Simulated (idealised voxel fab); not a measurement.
This is a process module. Its name is voxel trench capacitor.
Section cut is 245 nm wide and gridded with 5 nm square cells.
In this document a cross-section is written as a grid of square cells. It is given as a series of bands, listed from the top down, and a band is one or more rows of cells.
A band entry consists of two parts. The first gives the height of the band's top and the height of its bottom, in nm. The rest lists the band's materials from left to right, each with its width in nm. A single material labelled with the word "everywhere" fills the band from edge to edge, and the word "empty" marks empty space.
All heights in this document are referenced to 0, defined as the level beneath which the wafer, as received, consists entirely of one material. The lowest band is not bounded below; it extends indefinitely downward and is written in the form "0 nm and below".
Note: "30->40" means the width goes from the first number (top row of the band) to the second number (bottom row) in equal steps per row of cells.
Key: "remained the same" - step with no changed cell in the cross-section.
"Sealed void list" contains a list of empty spaces, each no smaller than 8 cells and without an open way to the top, written in the form width x height at distance with the distance from the left edge and all three in nm.
Heads up: the bit after the settings on a step's line is the simulator's remark on that step.
For masked steps, "overlay nm" on the step line gives how far right of plan the mask actually lay; a minus sign means it lay to the left.

# The following list gives the planned process steps
1. RECEIVE [material Si]
2. CONFORMAL_DEP [material SiN] [thk nm 5]
3. DIRECTIONAL_DEP [material aC] [thk nm 10]
4. PATTERN [tone open] [mask id TRENCH] [material resist] [width nm 25] [pitch nm 40] [thk nm 25] [overlay nm 0]
5. DIRECTIONAL_ETCH [etch materials aC] [depth nm 10]
6. STRIP [etch materials resist]
7. DIRECTIONAL_ETCH [etch materials SiN] [depth nm 5]
8. DIRECTIONAL_ETCH [etch materials Si] [depth nm 30]
9. STRIP [etch materials aC]
10. CONFORMAL_DEP [material HfO2] [thk nm 5]
11. CONFORMAL_DEP [material TiN] [thk nm 5]
12. FILL_DEP [material W] [thk nm 5]
13. CMP [height nm 5]

# Incoming wafer in cross-section (state: after step 1)
  0 nm and below: Si everywhere
  Sealed void list: none

# Final wafer profile in cross-section after the module, from the same start and plan as above, with one mistake made during processing
  5 nm to 0 nm: 70 nm SiN / 5 nm aC / 5 nm TiN / 5 nm W / 5 nm TiN / 5 nm aC / 15 nm SiN / 5 nm aC / 5 nm TiN / 5 nm W / 5 nm TiN / 5 nm aC / 15 nm SiN / 5 nm aC / 5 nm TiN / 5 nm W / 5 nm TiN / 5 nm aC / 70 nm SiN
  0 nm to -20 nm: 70 nm Si / 5 nm aC / 5 nm TiN / 5 nm W / 5 nm TiN / 5 nm aC / 15 nm Si / 5 nm aC / 5 nm TiN / 5 nm W / 5 nm TiN / 5 nm aC / 15 nm Si / 5 nm aC / 5 nm TiN / 5 nm W / 5 nm TiN / 5 nm aC / 70 nm Si
  -20 nm to -25 nm: 70 nm Si / 5 nm aC / 15 nm TiN / 5 nm aC / 15 nm Si / 5 nm aC / 15 nm TiN / 5 nm aC / 15 nm Si / 5 nm aC / 15 nm TiN / 5 nm aC / 70 nm Si
  -25 nm to -30 nm: 70 nm Si / 25 nm aC / 15 nm Si / 25 nm aC / 15 nm Si / 25 nm aC / 70 nm Si
  -30 nm and below: Si everywhere
  Sealed void list: none
In executing the process, a mistake was made relative to the plan: it should be noted that step 10 was executed with settings other than those planned, the operation and settings actually applied being CONFORMAL_DEP [material aC] [thk nm 5]
